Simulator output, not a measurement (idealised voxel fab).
Process module heading - voxel lift off
Square cell edge 5 nm, section width 170 nm, ID cut.
When this document writes out a cross-section, it uses a grid of square cells and lists it as bands, beginning at the top and moving down, with a band standing for one or more rows of cells.
Quick guide to a band line: top height, bottom height (nm) up front; then every material left to right with its width in nm. Only one material and it's marked "all across"? Then it fills the band edge to edge. And "air" just means empty space.
Height datum 0, below which the as-received substrate wafer is one material. Lowest band open at the bottom, running downward: "0 down".
Quick explanation for "30..40": the width changes in equal steps down the rows of cells, from the first number in the band's top row to the second number in its bottom row.
"no alteration" -> step changed no cross-section cell.
Enclosed void catalog: empty space of 8 cells or more with no open way to the top, each as width x height at its distance from the left edge, in nm
That trailing text on a step's line, after the settings, is the simulator's own remark on the step.
Each step line may optionally specify "overlay nm", which for a step with a mask gives the rightward distance between the mask's planned place and where it lay, a negative value indicating the leftward direction.

THE STEPS PLANNED FOR THE PROCESS ARE AS FOLLOWS
- 1: RECEIVE [material Si]
- 2: CONFORMAL_DEP [material Al2O3] [thk nm 15]
- 3: PATTERN [tone open] [mask id LINES] [material resist] [width nm 25] [pitch nm 50] [thk nm 30] [overlay nm 0]
- 4: DIRECTIONAL_DEP [material Ru] [thk nm 15]
- 5: STRIP [etch materials resist]
- 6: CONFORMAL_DEP [material SiN] [thk nm 5]

AS-RECEIVED STATE OF THE WAFER IN CROSS-SECTION, EQUIVALENT TO POST-STEP 1
    0 down  Si all across
    Enclosed void catalog: none

RESULT OF THE MODULE, CROSS-SECTIONED: START PER ABOVE, PLAN PER ABOVE, ONE ERROR IN HOW IT WAS RUN
    50 to 45  air (40), SiN (35), air (15), SiN (35), air (45)
    45 to 35  air (40), SiN (5), Ru (25), SiN (5), air (15), SiN (5), Ru (25), SiN (5), air (45)
    35 to 30  SiN (45), Ru (25), SiN (25), Ru (25), SiN (50)
    30 to 0  Al2O3 all across
    0 down  Si all across
    Enclosed void catalog: none
The plan and the run diverged here: it should be noted that step 2 of the plan was executed twice
